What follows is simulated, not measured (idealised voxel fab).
This section sets out a process module, namely voxel gate over fins.
This is section cut - it's 240 nm across, gridded in 5 nm square cells.
Reading order for cross-sections: top band down to bottom band. Underlying form: a grid of square cells. Band size: one or more rows of cells.
For a band, the entry starts with two heights in nm, that of the top and then that of the bottom, and carries on with the band's materials in order from left to right, each alongside its width in nm; the word "full width" beside a single material means it fills the band edge to edge, and "empty" means empty space.
Measure heights from 0. That's the level where, below it, the as-received wafer is all one material. The lowest band is bottomless and extends downward; write it as in "top 0, no bottom".
The expression "30..40" gives the width at the extremes of the band, the first number at its top row of cells and the second at its bottom row, with the width changing by equal amounts from each row to the next in between.
Reading "no change occurred" for a step: not a cell of the cross-section changed in it.
"Fully closed voids" contains a list of empty spaces, each no smaller than 8 cells and without an open way to the top, written in the form width x height at distance with the distance from the left edge and all three in nm.
Note: text after step settings on the step line = simulator remark on that step.
overlay nm: mask right of planned place by this much (step with mask). Neg. = left.

# Planned step list for the process
| 1 | op RECEIVE | material Si |
| 2 | op CONFORMAL_DEP | material SiN | thk nm 5 |
| 3 | op PATTERN | tone cover | mask id FINS | material resist | width nm 15 | pitch nm 55 | thk nm 20 | overlay nm 0 |
| 4 | op DIRECTIONAL_ETCH | etch materials SiN | depth nm 5 |
| 5 | op DIRECTIONAL_ETCH | etch materials Si | depth nm 35 |
| 6 | op STRIP | etch materials resist |
| 7 | op OXIDIZE | depth nm 5 |
| 8 | op FILL_DEP | material SiO2 | thk nm 15 |
| 9 | op CMP | height nm 5 |
| 10 | op MASKED_ETCH | tone open | mask id RAIL | width nm 15 | etch materials SiO2 | depth nm 35 | overlay nm 0 |
| 11 | op CONFORMAL_DEP | material TiN | thk nm 5 |
| 12 | op FILL_DEP | material Ru | thk nm 10 |
| 13 | op CMP | height nm 5 |
| 14 | op SELECTIVE_ETCH | etch materials W Ru TiN | depth nm 25 |
| 15 | op FILL_DEP | material SiO2 | thk nm 5 |
| 16 | op CMP | height nm 5 |
| 17 | op SELECTIVE_ETCH | etch materials SiO2 | depth nm 15 |
| 18 | op STRIP | etch materials SiN |
| 19 | op CONFORMAL_DEP | material HfO2 | thk nm 5 |
| 20 | op CONFORMAL_DEP | material TiN | thk nm 5 |
| 21 | op CONFORMAL_DEP | material TiAl | thk nm 5 |
| 22 | op CONFORMAL_DEP | material TiN | thk nm 5 |
| 23 | op FILL_DEP | material W | thk nm 10 |
| 24 | op CMP | height nm 25 |
| 25 | op CONFORMAL_DEP | material SiCN | thk nm 10 |

# Cross-section of the wafer as it came to us, i.e., already through step 1
* top 0, no bottom = Si full width
* Fully closed voids: none

# Look at the cross-section after the module: the wafer started out the way shown above and the plan was the one shown above, yet one mistake was made along the way
* top 35, bottom 25 = SiCN full width
* top 25, bottom 15 = W full width
* top 15, bottom 10 = W (75), then TiN (35), then W (20), then TiN (35), then W (75)
* top 10, bottom 5 = W (75), then TiN (5), then TiAl (25), then TiN (5), then W (20), then TiN (5), then TiAl (25), then TiN (5), then W (75)
* top 5, bottom 0 = TiN (80), then TiAl (5), then HfO2 (15), then TiAl (5), then TiN (30), then TiAl (5), then HfO2 (15), then TiAl (5), then TiN (80)
* top 0, bottom -5 = TiAl (85), then HfO2 (5), then Si (5), then HfO2 (5), then TiAl (40), then HfO2 (5), then Si (5), then HfO2 (5), then TiAl (85)
* top -5, bottom -10 = HfO2 (90), then Si (5), then HfO2 (50), then Si (5), then HfO2 (90)
* top -10, bottom -20 = SiO2 (90), then Si (5), then SiO2 (50), then Si (5), then SiO2 (90)
* top -20, bottom -25 = SiO2 (90), then Si (5), then SiO2 (15), then TiN (5), then Ru (5), then TiN (5), then SiO2 (20), then Si (5), then SiO2 (90)
* top -25, bottom -30 = SiO2 (90), then Si (5), then SiO2 (15), then TiN (15), then SiO2 (20), then Si (5), then SiO2 (90)
* top -30, bottom -40 = SiO2 (90), then Si (5), then SiO2 (50), then Si (5), then SiO2 (90)
* top -40, no bottom = Si full width
* Fully closed voids: none
The plan and the run diverged here: step 20 of the plan was omitted and not executed
